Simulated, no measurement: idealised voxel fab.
The following process module bears the name voxel lift off.
We display cut, a cross-section 300 nm in width whose square cells are each 5 nm.
Cross-section, as written here: a square-cell grid given band by band from the top down, where a band holds one or more rows of cells.
It is stipulated that each band's entry specify, in nanometres, the height of the top of the band and then that of its bottom, followed by the materials of the band in left-to-right sequence, each together with its width in nanometres. A single material marked by the word "full width" is understood to fill the band from edge to edge; the word "air" is understood to denote empty space.
Heights are expressed relative to 0, this being the level below which the as-received wafer comprises one material exclusively. The lowest band is unbounded in the downward direction and is denoted as in "0 nm and below".
The expression "30 to 40" gives the width at the extremes of the band, the first number at its top row of cells and the second at its bottom row, with the width changing by equal amounts from each row to the next in between.
For the purposes of this document, the phrase "remains unaltered" attached to a step denotes that no cell within the cross-section was modified by that step.
The list in "closed voids" covers empty spaces of 8 cells or more that cannot reach the top through any open way, and it gives each as width x height at distance; the distance is from the left edge, and width, height and distance are in nm.
Where a step's line continues beyond its settings, the continuation is a remark by the simulator itself on that step.
You can add "overlay nm" to a step's line. For a step with a mask, it describes how far the mask lay to the right of its planned position, and a negative number describes a lay to the left.
Steps in the process plan:
1: RECEIVE, material Si
2: CONFORMAL_DEP, material SiN, thk nm 10
3: PATTERN, tone open, mask id LINES, material resist, width nm 25, pitch nm 50, thk nm 20, overlay nm 0
4: DIRECTIONAL_DEP, material Ru, thk nm 10
5: STRIP, etch materials resist
6: CONFORMAL_DEP, material SiN, thk nm 5
Delivered wafer in cross-section: state after step 1:
  0 nm and below = Si full width
  closed voids: none
End-of-module cross-section of the first of two wafers, processed as planned:
  25 nm to 20 nm = air=105  SiN=35  air=15  SiN=35  air=110
  20 nm to 15 nm = air=105  SiN=5  Ru=25  SiN=5  air=15  SiN=5  Ru=25  SiN=5  air=110
  15 nm to 10 nm = SiN=110  Ru=25  SiN=25  Ru=25  SiN=115
  10 nm to 0 nm = SiN full width
  0 nm and below = Si full width
  closed voids: none
Cross-section at end of module for the second wafer of two, which matched the first in starting point and plan and differed by one mistake in its processing:
  25 nm to 20 nm = air=100  SiN=45  air=5  SiN=45  air=105
  20 nm to 15 nm = air=100  SiN=5  Ru=35  SiN=5  air=5  SiN=5  Ru=35  SiN=5  air=105
  15 nm to 10 nm = SiN=105  Ru=35  SiN=15  Ru=35  SiN=110
  10 nm to 0 nm = SiN full width
  0 nm and below = Si full width
  closed voids: none
What was done differently from what was planned? not per plan at step 3, really ran PATTERN, tone open, mask id LINES, material resist, width nm 35, pitch nm 50, thk nm 20, overlay nm 0
Bottom line after processing is that, in cells, the second wafer is up or down on some materials versus the first: +8 Ru
